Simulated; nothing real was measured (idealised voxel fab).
process module | voxel ribs on slabs
cross-section cut | 180 nm wide | cells 5 nm
A cross-section is a grid of square cells, given in bands from the top down. A band is one or more rows of cells.
Each band's line starts with the height of the band's top and of its bottom, in nm. Then come its materials from left to right, each with its width in nm. One material with "throughout" fills the band from edge to edge. "air" is empty space.
Height 0 is the level under which the wafer as received is all one material. The lowest band goes on downwards, as in "0 down".
A width such as "30 to 40" changes by the same amount from each row of cells to the next, from the band's top row to its bottom row.
"no change" after a step means that no cell of the cross-section changed.
closed voids: empty space of 8 cells or more with no open way to the top, each as width x height at its distance from the left edge, in nm
after a step's settings: what the simulator itself notes on the step
overlay nm, on a step with a mask: how far to the right of its planned place the mask lay; to the left if negative
plan
1 op RECEIVE | material Si
2 op DIRECTIONAL_DEP | material SiO2 | thk nm 30
3 op DIRECTIONAL_DEP | material SiN | thk nm 20
4 op DIRECTIONAL_DEP | material aC | thk nm 15
5 op PATTERN | tone cover | mask id RIB | material resist | width nm 25 | thk nm 30 | overlay nm 0
6 op DIRECTIONAL_ETCH | etch materials aC | depth nm 15
7 op STRIP | etch materials resist
8 op DIRECTIONAL_ETCH | etch materials SiN | depth nm 10
9 op STRIP | etch materials aC
10 op DIRECTIONAL_DEP | material aC | thk nm 15
11 op PATTERN | tone cover | mask id SLAB | material resist | width nm 75 | thk nm 30 | overlay nm 0
12 op DIRECTIONAL_ETCH | etch materials aC | depth nm 15
13 op STRIP | etch materials resist
14 op DIRECTIONAL_ETCH | etch materials SiN | depth nm 10
15 op STRIP | etch materials aC
16 op FILL_DEP | material SiO2 | thk nm 25
17 op CMP | height nm 65
18 op DIRECTIONAL_DEP | material W | thk nm 5
19 op PATTERN | tone cover | mask id HEATER | material resist | width nm 35 | thk nm 15 | overlay nm 0
20 op DIRECTIONAL_ETCH | etch materials W | depth nm 5
21 op STRIP | etch materials resist
22 op CONFORMAL_DEP | material SiO2 | thk nm 10
first wafer, as planned
as received, after step 1
  0 down: Si throughout
  closed voids: none
after step 2
  30 to 0: SiO2 throughout
  below 0: unchanged
after step 3
  50 to 30: SiN throughout
  below 30: unchanged
after step 4
  65 to 50: aC throughout
  below 50: unchanged
after step 5
  95 to 65: air 75 | resist 25 | air 80
  below 65: unchanged
after step 6
  80 to 65: air 75 | resist 25 | air 80
  65 to 50: air 75 | aC 25 | air 80
  below 50: unchanged
after step 7
  65 to 50: air 75 | aC 25 | air 80
  below 50: unchanged
after step 8
  65 to 50: air 75 | aC 25 | air 80
  50 to 40: air 75 | SiN 25 | air 80
  below 40: unchanged
after step 9
  50 to 40: air 75 | SiN 25 | air 80
  below 40: unchanged
after step 10
  65 to 55: air 75 | aC 25 | air 80
  55 to 50: aC throughout
  50 to 40: aC 75 | SiN 25 | aC 80
  below 40: unchanged
after step 11
  95 to 65: air 50 | resist 75 | air 55
  65 to 55: air 50 | resist 25 | aC 25 | resist 25 | air 55
  below 55: unchanged
after step 12
  80 to 65: air 50 | resist 75 | air 55
  65 to 55: air 50 | resist 25 | aC 25 | resist 25 | air 55
  55 to 50: air 50 | aC 75 | air 55
  50 to 40: air 50 | aC 25 | SiN 25 | aC 25 | air 55
  below 40: unchanged
after step 13
  65 to 55: air 75 | aC 25 | air 80
  below 55: unchanged
after step 14
  65 to 55: air 75 | aC 25 | air 80
  55 to 50: air 50 | aC 75 | air 55
  50 to 40: air 50 | aC 25 | SiN 25 | aC 25 | air 55
  40 to 30: air 50 | SiN 75 | air 55
  below 30: unchanged
after step 15
  50 to 40: air 75 | SiN 25 | air 80
  below 40: unchanged
after step 16
  75 to 50: SiO2 throughout
  50 to 40: SiO2 75 | SiN 25 | SiO2 80
  40 to 30: SiO2 50 | SiN 75 | SiO2 55
  below 30: unchanged
after step 17
  65 to 50: SiO2 throughout
  below 50: unchanged
after step 18
  70 to 65: W throughout
  below 65: unchanged
after step 19
  85 to 70: air 70 | resist 35 | air 75
  below 70: unchanged
after step 20
  85 to 70: air 70 | resist 35 | air 75
  70 to 65: air 70 | W 35 | air 75
  below 65: unchanged
after step 21
  70 to 65: air 70 | W 35 | air 75
  below 65: unchanged
after step 22
  80 to 75: air 60 | SiO2 55 | air 65
  75 to 70: SiO2 throughout
  70 to 65: SiO2 70 | W 35 | SiO2 75
  below 65: unchanged
second wafer: like start, like plan, one mistake. Through step 21 it matches the first wafer
when step 22 should have ended: no change
what went wrong: step 22 was left out
at the end the second wafer has, in cells: 76 fewer of SiO2
